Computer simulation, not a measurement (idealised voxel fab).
The process module presented herein is designated voxel tone inversion.
190 nm wide, 5 nm square cells: that's cross-section cut.
Heads up, the way a cross-section reads in here is a grid of square cells, handed over as bands from the top down, with every band being one or more rows of cells. Top, bottom (nm), then materials left to right with widths (nm); lone material tagged "throughout" fills the whole band edge to edge; "blank" = empty space. Basically, 0 is our baseline, since under it the wafer straight out of the box is all one material. The bottom band has no lower end and keeps on going down, so it looks like "0 and below". It should be noted that a width expressed as "30 to 40" varies in equal increments from row to row of cells within the band, taking the value of the first number at the top row and that of the second number at the bottom row. Basically "nothing got changed" means that step didn't change any cell in the cross-section. Closed void roster: empty space of 8 cells or more with no open way to the top, each as width x height at its distance from the left edge, in nm. Heads up: the bit after the settings on a step's line is the simulator's remark on that step. "overlay nm" answers the question of how far to the right of plan the mask lay on a step that has a mask, and when it is negative the answer is to the left.

The planned process steps are enumerated hereunder:
1: RECEIVE (material Si)
2: CONFORMAL_DEP (material SiN; thk nm 10)
3: DIRECTIONAL_DEP (material polySi; thk nm 15)
4: PATTERN (tone cover; mask id POSTS; material resist; width nm 25; pitch nm 45; thk nm 25; overlay nm 0)
5: DIRECTIONAL_ETCH (etch materials polySi; depth nm 15)
6: STRIP (etch materials resist)
7: FILL_DEP (material SiO2; thk nm 5)
8: CMP (height nm 25)
9: STRIP (etch materials polySi)

First of the two wafers, run per plan:

As received, after step 1:
> 0 and below  Si throughout
> Closed void roster: none

After step 2, in cross-section:
> 10 down to 0  SiN throughout
> Under 0: no change, same as before.

After step 3, in cross-section:
> 25 down to 10  polySi throughout
> Under 10: no change, same as before.

After step 4, in cross-section:
> 50 down to 25  15 nm blank, then 25 nm resist, then 20 nm blank, then 25 nm resist, then 20 nm blank, then 25 nm resist, then 20 nm blank, then 25 nm resist, then 15 nm blank
> Under 25: no change, same as before.

After step 5, in cross-section:
> 50 down to 25  15 nm blank, then 25 nm resist, then 20 nm blank, then 25 nm resist, then 20 nm blank, then 25 nm resist, then 20 nm blank, then 25 nm resist, then 15 nm blank
> 25 down to 10  15 nm blank, then 25 nm polySi, then 20 nm blank, then 25 nm polySi, then 20 nm blank, then 25 nm polySi, then 20 nm blank, then 25 nm polySi, then 15 nm blank
> Under 10: no change, same as before.

After step 6, in cross-section:
> 25 down to 10  15 nm blank, then 25 nm polySi, then 20 nm blank, then 25 nm polySi, then 20 nm blank, then 25 nm polySi, then 20 nm blank, then 25 nm polySi, then 15 nm blank
> Under 10: no change, same as before.

After step 7, in cross-section:
> 30 down to 25  SiO2 throughout
> 25 down to 10  15 nm SiO2, then 25 nm polySi, then 20 nm SiO2, then 25 nm polySi, then 20 nm SiO2, then 25 nm polySi, then 20 nm SiO2, then 25 nm polySi, then 15 nm SiO2
> Under 10: no change, same as before.

After step 8, in cross-section:
> 25 down to 10  15 nm SiO2, then 25 nm polySi, then 20 nm SiO2, then 25 nm polySi, then 20 nm SiO2, then 25 nm polySi, then 20 nm SiO2, then 25 nm polySi, then 15 nm SiO2
> Under 10: no change, same as before.

After step 9, in cross-section:
> 25 down to 10  15 nm SiO2, then 25 nm blank, then 20 nm SiO2, then 25 nm blank, then 20 nm SiO2, then 25 nm blank, then 20 nm SiO2, then 25 nm blank, then 15 nm SiO2
> Under 10: no change, same as before.

Second of two: same start, same plan, one run error; steps up to and including 1 match the first:

Here is the second wafer in cross-section at the point where step 2 of the plan should have been done:
> 15 down to 0  polySi throughout
> Under 0: no change, same as before.

Here is the second wafer in cross-section at the point where step 3 of the plan should have been done:
> 25 down to 15  SiN throughout
> Under 15: no change, same as before.

Here is the second wafer in cross-section at the point where step 4 of the plan should have been done:
> 50 down to 25  15 nm blank, then 25 nm resist, then 20 nm blank, then 25 nm resist, then 20 nm blank, then 25 nm resist, then 20 nm blank, then 25 nm resist, then 15 nm blank
> Under 25: no change, same as before.

Here is the second wafer in cross-section at the point where step 5 of the plan should have been done: nothing got changed

Here is the second wafer in cross-section at the point where step 6 of the plan should have been done:
> 25 down to 15  SiN throughout
> Under 15: no change, same as before.

Here is the second wafer in cross-section at the point where step 7 of the plan should have been done:
> 30 down to 25  SiO2 throughout
> Under 25: no change, same as before.

Here is the second wafer in cross-section at the point where step 8 of the plan should have been done:
> 25 down to 15  SiN throughout
> Under 15: no change, same as before.

Here is the second wafer in cross-section at the point where step 9 of the plan should have been done: nothing got changed
The mistake made against the process plan was this: note: step 2 <-> step 3, run order reversed vs plan
In the final state, the cell counts of the second wafer exceed or fall short of those of the first for the following materials: -54 SiO2, +114 polySi
